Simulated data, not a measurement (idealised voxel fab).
The following is a process module called voxel ribs on slabs.
Cross-section cut: width 200 nm, square cells of 5 nm.
For the purposes of this document, a cross-section shall be understood as a grid of square cells, specified as bands listed in top-to-bottom order, each band consisting of one or more rows of cells. Each band's line starts with the height of the band's top and of its bottom, in nm. Then come its materials from left to right, each with its width in nm. One material with "throughout" fills the band from edge to edge. "blank" is empty space. The level at which height equals 0 is the one under which the wafer, as it arrives, is entirely one material. No lower edge exists for the bottom band, which continues downward and is notated as in "from 0 down". A width given as "30..40" starts at the first number in the band's top row and ends at the second number in its bottom row, shifting by an equal amount at every step from row to row. Where a step carries "stayed the same", the cross-section came out of it unchanged, cell for cell. In "Closed void listing" the enclosed voids are listed, meaning empty spaces of 8 cells or larger without any opening to the top. The form is width x height at distance, distance from the left edge, units nm. Whatever follows a step's settings on its line is a remark the simulator itself makes about that step. Among the settings permitted on a step's line is "overlay nm"; applied to a step with a mask, it specifies the extent to which the mask lay to the right of its planned position, whereas a negative figure signifies a position to the left.
**Set out below are the planned steps of the process**
step 1: RECEIVE: material Si
step 2: DIRECTIONAL_DEP: material SiO2, thk nm 30
step 3: DIRECTIONAL_DEP: material polySi, thk nm 5
step 4: PATTERN: tone cover, mask id RIB, material resist, width nm 30, thk nm 20, overlay nm 0
step 5: DIRECTIONAL_ETCH: etch materials polySi, depth nm 10
step 6: STRIP: etch materials resist
step 7: MASKED_ETCH: tone cover, mask id SLAB, width nm 80, etch materials polySi, depth nm 5, overlay nm 0
step 8: FILL_DEP: material SiO2, thk nm 30
step 9: CMP: height nm 65
step 10: DIRECTIONAL_DEP: material TiN, thk nm 10
step 11: DIRECTIONAL_DEP: material aC, thk nm 15
step 12: PATTERN: tone cover, mask id HEATER, material resist, width nm 40, thk nm 30, overlay nm 0
step 13: DIRECTIONAL_ETCH: etch materials aC, depth nm 15
step 14: STRIP: etch materials resist
step 15: DIRECTIONAL_ETCH: etch materials TiN, depth nm 10
step 16: STRIP: etch materials aC
step 17: CONFORMAL_DEP: material SiO2, thk nm 10
Every wafer here starts from the same state; it is the step 3 thk nm that distinguishes them, and the value the plan gives belongs to the first wafer.
**Cross-section, first of several wafers, as delivered after step 1**
    from 0 down: Si throughout
    Closed void listing: none
**So in this table every wafer gets its own row, and what you see is where it stands at the end of the module: for each material, how many cells it picked up (+) or gave up (-) since we received it, and after that its closed voids**
thk nm 5, +602 SiO2, +16 TiN, +6 polySi, Closed void listing: none
thk nm 10, +596 SiO2, +16 TiN, +12 polySi, Closed void listing: none
thk nm 15, +580 SiO2, +16 TiN, +28 polySi, Closed void listing: none
thk nm 20, +540 SiO2, +16 TiN, +68 polySi, Closed void listing: none
thk nm 25, +500 SiO2, +16 TiN, +108 polySi, Closed void listing: none
thk nm 30, +460 SiO2, +16 TiN, +148 polySi, Closed void listing: none
